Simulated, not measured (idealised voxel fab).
process module | voxel trench capacitor
cross-section cut | 255 nm wide | cells 5 nm
A cross-section is a grid of square cells, given in bands from the top down. A band is one or more rows of cells.
Each band's line starts with the height of the band's top and of its bottom, in nm. Then come its materials from left to right, each with its width in nm. One material with "throughout" fills the band from edge to edge. "air" is empty space.
Height 0 is the level under which the wafer as received is all one material. The lowest band goes on downwards, as in "0 down".
A width such as "30 to 40" changes by the same amount from each row of cells to the next, from the band's top row to its bottom row.
"no change" after a step means that no cell of the cross-section changed.
closed voids: empty space of 8 cells or more with no open way to the top, each as width x height at its distance from the left edge, in nm
after a step's settings: what the simulator itself notes on the step
overlay nm, on a step with a mask: how far to the right of its planned place the mask lay; to the left if negative
plan
1 op RECEIVE | material Si
2 op CONFORMAL_DEP | material SiN | thk nm 10
3 op DIRECTIONAL_DEP | material aC | thk nm 15
4 op PATTERN | tone open | mask id TRENCH | material resist | width nm 20 | pitch nm 45 | thk nm 30 | overlay nm 0
5 op DIRECTIONAL_ETCH | etch materials aC | depth nm 15
6 op STRIP | etch materials resist
7 op DIRECTIONAL_ETCH | etch materials SiN | depth nm 10
8 op DIRECTIONAL_ETCH | etch materials Si | depth nm 30
9 op STRIP | etch materials aC
10 op CONFORMAL_DEP | material SiO2 | thk nm 5
11 op FILL_DEP | material polySi | thk nm 10
12 op CMP | height nm 10
as received, after step 1
  0 down: Si throughout
  closed voids: none
a wafer at the end: this start, this plan, one mistake
  10 to 0: polySi 45 | SiO2 5 | SiN 20 | SiO2 5 | polySi 15 | SiO2 5 | SiN 20 | SiO2 5 | polySi 15 | SiO2 5 | SiN 20 | SiO2 5 | polySi 15 | SiO2 5 | SiN 20 | SiO2 5 | polySi 45
  0 to -25: polySi 45 | SiO2 5 | Si 20 | SiO2 5 | polySi 15 | SiO2 5 | Si 20 | SiO2 5 | polySi 15 | SiO2 5 | Si 20 | SiO2 5 | polySi 15 | SiO2 5 | Si 20 | SiO2 5 | polySi 45
  -25 to -30: SiO2 50 | Si 20 | SiO2 25 | Si 20 | SiO2 25 | Si 20 | SiO2 25 | Si 20 | SiO2 50
  -30 down: Si throughout
  closed voids: none
what went wrong: step 4 ran as: op PATTERN | tone cover | mask id TRENCH | material resist | width nm 20 | pitch nm 45 | thk nm 30 | overlay nm 0
